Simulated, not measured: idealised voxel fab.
You're looking at the process module voxel tone inversion.
The cross-section on display is named cut; it measures 190 nm wide, and its cells are 5 nm squares.
Think of the cross-section as a grid of square cells. We describe it in bands, top to bottom, and each band covers one or more rows of those cells.
It is stipulated that each band's entry specify, in nanometres, the height of the top of the band and then that of its bottom, followed by the materials of the band in left-to-right sequence, each together with its width in nanometres. A single material marked by the word "all across" is understood to fill the band from edge to edge; the word "blank" is understood to denote empty space.
It should be noted that heights are counted from 0, beneath which the wafer as supplied is of one material throughout, and that the lowest band possesses no lower boundary but continues downward, as written in "from 0 down".
When a width is written as two numbers, as in "30..40", the first number is the width in the top row of cells of the band and the second is the width in its bottom row, and the width changes by the same amount from each row to the next.
When a step is marked "no modification", none of the cells in the cross-section changed during that step.
Empty spaces without an open route to the top, at least 8 cells in extent, make up the entry "Entrapped voids"; each is given as width x height at distance, where the distance is measured from the left edge, and all are in nm.
Whatever follows a step's settings on its line is a remark the simulator itself makes about that step.
For masked steps, "overlay nm" on the step line gives how far right of plan the mask actually lay; a minus sign means it lay to the left.
### Planned process steps
| 1 | op RECEIVE | material Si |
| 2 | op CONFORMAL_DEP | material SiCN | thk nm 10 |
| 3 | op DIRECTIONAL_DEP | material polySi | thk nm 25 |
| 4 | op PATTERN | tone cover | mask id POSTS | material resist | width nm 25 | pitch nm 40 | thk nm 35 | overlay nm 0 |
| 5 | op DIRECTIONAL_ETCH | etch materials polySi | depth nm 25 |
| 6 | op STRIP | etch materials resist |
| 7 | op FILL_DEP | material lowk | thk nm 5 |
| 8 | op CMP | height nm 35 |
| 9 | op STRIP | etch materials polySi |
| 10 | op CONFORMAL_DEP | material TiN | thk nm 5 |
| 11 | op FILL_DEP | material W | thk nm 5 |
| 12 | op CMP | height nm 35 |
| 13 | op CONFORMAL_DEP | material SiCN | thk nm 5 |
### Cross-section: wafer on arrival = after step 1
	from 0 down: Si all across
	Entrapped voids: none
### This is how the wafer looks in cross-section once the module is done, given the starting state and plan above and one mistake in carrying the plan out
	from 40 to 25: SiCN all across
	from 25 to 0: polySi all across
	from 0 down: Si all across
	Entrapped voids: none
Plan not followed: the run placed steps 2 and 3 each in the position the plan gave to the other
